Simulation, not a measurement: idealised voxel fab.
Title: Process Module voxel ribs on slabs
Cross-section cut spans 250 nm and uses square cells 5 nm in size.
In this document a cross-section is written as a grid of square cells. It is given as a series of bands, listed from the top down, and a band is one or more rows of cells.
Heads up on the band format: heights come first, top then bottom, in nm. After that it's the materials left to right, each with its width in nm. A single material flagged "full width" fills the whole band edge to edge, and "empty" means there's empty space there.
Ref level 0: as-received wafer is one material below here. Bottom band extends down with no lower bound ("0..down").
Note: "30..40" means the width goes from the first number (top row of the band) to the second number (bottom row) in equal steps per row of cells.
"no modification" for a step: no cell of the cross-section changed in that step.
Basically, "Cavities, closed" tells you about the enclosed voids: empty spaces with no open way to the top, 8 cells or bigger, each written width x height at distance, where distance is from the left edge, all in nm.
Step line, after settings: the simulator's comment on this step.
Each step line may optionally specify "overlay nm", which for a step with a mask gives the rightward distance between the mask's planned place and where it lay, a negative value indicating the leftward direction.
-- The planned process steps are enumerated hereunder
1,RECEIVE, material Si
2,DIRECTIONAL_DEP, material SiO2, thk nm 25
3,DIRECTIONAL_DEP, material polySi, thk nm 10
4,PATTERN, tone cover, mask id RIB, material resist, width nm 30, thk nm 20, overlay nm 0
5,DIRECTIONAL_ETCH, etch materials polySi, depth nm 10
6,STRIP, etch materials resist
7,MASKED_ETCH, tone cover, mask id SLAB, width nm 90, etch materials polySi, depth nm 5, overlay nm 0
8,FILL_DEP, material SiO2, thk nm 25
9,CMP, height nm 60
10,DIRECTIONAL_DEP, material TiN, thk nm 5
11,MASKED_ETCH, tone cover, mask id HEATER, width nm 40, etch materials TiN, depth nm 5, overlay nm 0
12,CONFORMAL_DEP, material SiO2, thk nm 10
It is noted that the wafers described herein are identical at the outset and are distinguished by the thk nm of step 3; the value stated in the plan corresponds to the first wafer.
-- First of several wafers, received after step 1, in cross-section
    0..down: Si full width
    Cavities, closed: none
-- Where each wafer stands at the end of the module, a row apiece: cells of each material gained (+) or lost (-) since it was received, then closed voids
thk nm 10 | +692 SiO2 | +8 TiN | +12 polySi | Cavities, closed: none
thk nm 15 | +674 SiO2 | +8 TiN | +30 polySi | Cavities, closed: none
thk nm 20 | +624 SiO2 | +8 TiN | +80 polySi | Cavities, closed: none
thk nm 25 | +574 SiO2 | +8 TiN | +130 polySi | Cavities, closed: none
thk nm 30 | +524 SiO2 | +8 TiN | +180 polySi | Cavities, closed: none
